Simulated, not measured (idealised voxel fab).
The document below concerns the process module designated voxel trench capacitor.
Cross-section cut spans 265 nm and uses square cells 5 nm in size.
Reading order for cross-sections: top band down to bottom band. Underlying form: a grid of square cells. Band size: one or more rows of cells. Within each band entry, the heights of the top and of the bottom of the band appear first, in that order and in nm; the materials of the band then follow from left to right, each with its corresponding width in nm. The designation "full width" on a single material indicates that it fills the band from edge to edge; the designation "air" indicates empty space. Counting heights begins at 0, where everything beneath is, in the wafer as received, one material. The lowest band has no bottom; it goes on downwards, as "from 0 down" shows. Read "30 to 40" as a graded width: first number on top, second number at the bottom, same change between each pair of neighbouring rows. You'll sometimes find "identical to before" written for a step, and that's the way of saying that nowhere in the cross-section did a cell change during that step. "closed voids": sealed empty spaces, 8 cells or more, no open way to top, listed width x height at distance, with distance from the left edge and width, height and distance in nm. The remark found on a step's line after its settings is issued by the simulator itself and pertains to that step. "overlay nm" answers the question of how far to the right of plan the mask lay on a step that has a mask, and when it is negative the answer is to the left.

**Process steps (planned)**
- 1: RECEIVE, material Si
- 2: CONFORMAL_DEP, material SiN, thk nm 10
- 3: DIRECTIONAL_DEP, material aC, thk nm 15
- 4: PATTERN, tone open, mask id TRENCH, material resist, width nm 20, pitch nm 45, thk nm 35, overlay nm 0
- 5: DIRECTIONAL_ETCH, etch materials aC, depth nm 15
- 6: STRIP, etch materials resist
- 7: DIRECTIONAL_ETCH, etch materials SiN, depth nm 10
- 8: DIRECTIONAL_ETCH, etch materials Si, depth nm 40
- 9: STRIP, etch materials aC
- 10: CONFORMAL_DEP, material Al2O3, thk nm 5
- 11: FILL_DEP, material polySi, thk nm 5
- 12: CMP, height nm 10

**as received, after step 1**
    from 0 down = Si full width
    closed voids: none

**First of two wafers: cross-section at end of module, run per plan**
    from 10 to 0 = 75 of SiN, 5 of Al2O3, 10 of polySi, 5 of Al2O3, 25 of SiN, 5 of Al2O3, 10 of polySi, 5 of Al2O3, 25 of SiN, 5 of Al2O3, 10 of polySi, 5 of Al2O3, 80 of SiN
    from 0 to -35 = 75 of Si, 5 of Al2O3, 10 of polySi, 5 of Al2O3, 25 of Si, 5 of Al2O3, 10 of polySi, 5 of Al2O3, 25 of Si, 5 of Al2O3, 10 of polySi, 5 of Al2O3, 80 of Si
    from -35 to -40 = 75 of Si, 20 of Al2O3, 25 of Si, 20 of Al2O3, 25 of Si, 20 of Al2O3, 80 of Si
    from -40 down = Si full width
    closed voids: none

**So this is wafer number two of the two, cut at the end of the module - it started where the first did and had the same plan, we just got one thing wrong running it**
    from 10 to 0 = 80 of SiN, 5 of Al2O3, 10 of polySi, 5 of Al2O3, 25 of SiN, 5 of Al2O3, 10 of polySi, 5 of Al2O3, 25 of SiN, 5 of Al2O3, 10 of polySi, 5 of Al2O3, 75 of SiN
    from 0 to -35 = 80 of Si, 5 of Al2O3, 10 of polySi, 5 of Al2O3, 25 of Si, 5 of Al2O3, 10 of polySi, 5 of Al2O3, 25 of Si, 5 of Al2O3, 10 of polySi, 5 of Al2O3, 75 of Si
    from -35 to -40 = 80 of Si, 20 of Al2O3, 25 of Si, 20 of Al2O3, 25 of Si, 20 of Al2O3, 75 of Si
    from -40 down = Si full width
    closed voids: none
The plan and the run diverged here: step 4: run off-plan, actual operation and settings PATTERN, tone open, mask id TRENCH, material resist, width nm 20, pitch nm 45, thk nm 35, overlay nm 5
Comparing end states, the material composition by cell count is preserved from the first wafer to the second, while the locations of the cells are not.
